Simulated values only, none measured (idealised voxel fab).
Documented hereafter: the process module known as voxel double patterning.
The cross-section shown here is cut; it is 300 nm wide and divided into square cells measuring 5 nm on a side.
Reading order for cross-sections: top band down to bottom band. Underlying form: a grid of square cells. Band size: one or more rows of cells. This entry defines a band. It first specifies the height of the band's top and the height of its bottom in nm, and then specifies the band's materials from left to right, stating each material with its width in nm. The word "edge to edge" identifies a single material that fills the band from edge to edge, while the word "air" identifies empty space. Height reference: 0 = level under which incoming wafer is all one material. Lowest band: no bottom, runs on downward, e.g. "0 down". You'd read "30 to 40" like this: the band's top row of cells is as wide as the first number, its bottom row is as wide as the second, and going down, every row changes width by the same amount as the row before did. Basically "nothing got changed" means that step didn't change any cell in the cross-section. Closed-off voids of 8+ cells (no open route to the top) go in "Unvented cavities", written width x height at distance from the left edge, in nm. Whatever follows a step's settings on its line is a remark the simulator itself makes about that step. A step's line can hold "overlay nm"; with a mask on that step, the setting says how far right of the planned place the mask lay, while a negative setting says it lay to the left.

# Set out below are the planned steps of the process
1,RECEIVE,material Si
2,CONFORMAL_DEP,material SiO2,thk nm 5
3,DIRECTIONAL_DEP,material W,thk nm 15
4,DIRECTIONAL_DEP,material SiCN,thk nm 10
5,DIRECTIONAL_DEP,material aC,thk nm 15
6,PATTERN,tone open,mask id FIRST,material resist,width nm 15,pitch nm 50,thk nm 30,overlay nm 0
7,DIRECTIONAL_ETCH,etch materials aC,depth nm 15
8,STRIP,etch materials resist
9,DIRECTIONAL_ETCH,etch materials SiCN,depth nm 10
10,STRIP,etch materials aC
11,PATTERN,tone open,mask id SECOND,material resist,width nm 15,pitch nm 50,thk nm 15,overlay nm 0
12,DIRECTIONAL_ETCH,etch materials SiCN,depth nm 10
13,STRIP,etch materials resist
14,DIRECTIONAL_ETCH,etch materials W,depth nm 15
15,STRIP,etch materials SiCN

# Shown in cross-section is the wafer as received, that is, as it stands after step 1
  0 down = Si edge to edge
  Unvented cavities: none

# Cross-section taken at module completion on the first of two wafers; processed per the plan
  20 to 5 = W 90 nm, air 15 nm, W 10 nm, air 15 nm, W 10 nm, air 15 nm, W 10 nm, air 15 nm, W 10 nm, air 15 nm, W 95 nm
  5 to 0 = SiO2 edge to edge
  0 down = Si edge to edge
  Unvented cavities: none

# Second of two wafers, module complete, sectioned: it shares the first wafer's start and plan but was run with one mistake
  20 to 5 = air 90 nm, W 15 nm, air 35 nm, W 15 nm, air 35 nm, W 15 nm, air 95 nm
  5 to 0 = SiO2 edge to edge
  0 down = Si edge to edge
  Unvented cavities: none
Where did the run depart from the plan? step 6 did not use the planned setting and instead ran as PATTERN,tone cover,mask id FIRST,material resist,width nm 15,pitch nm 50,thk nm 30,overlay nm 0
Count the cells at the end and the second wafer has more or fewer of some materials than the first: W -108
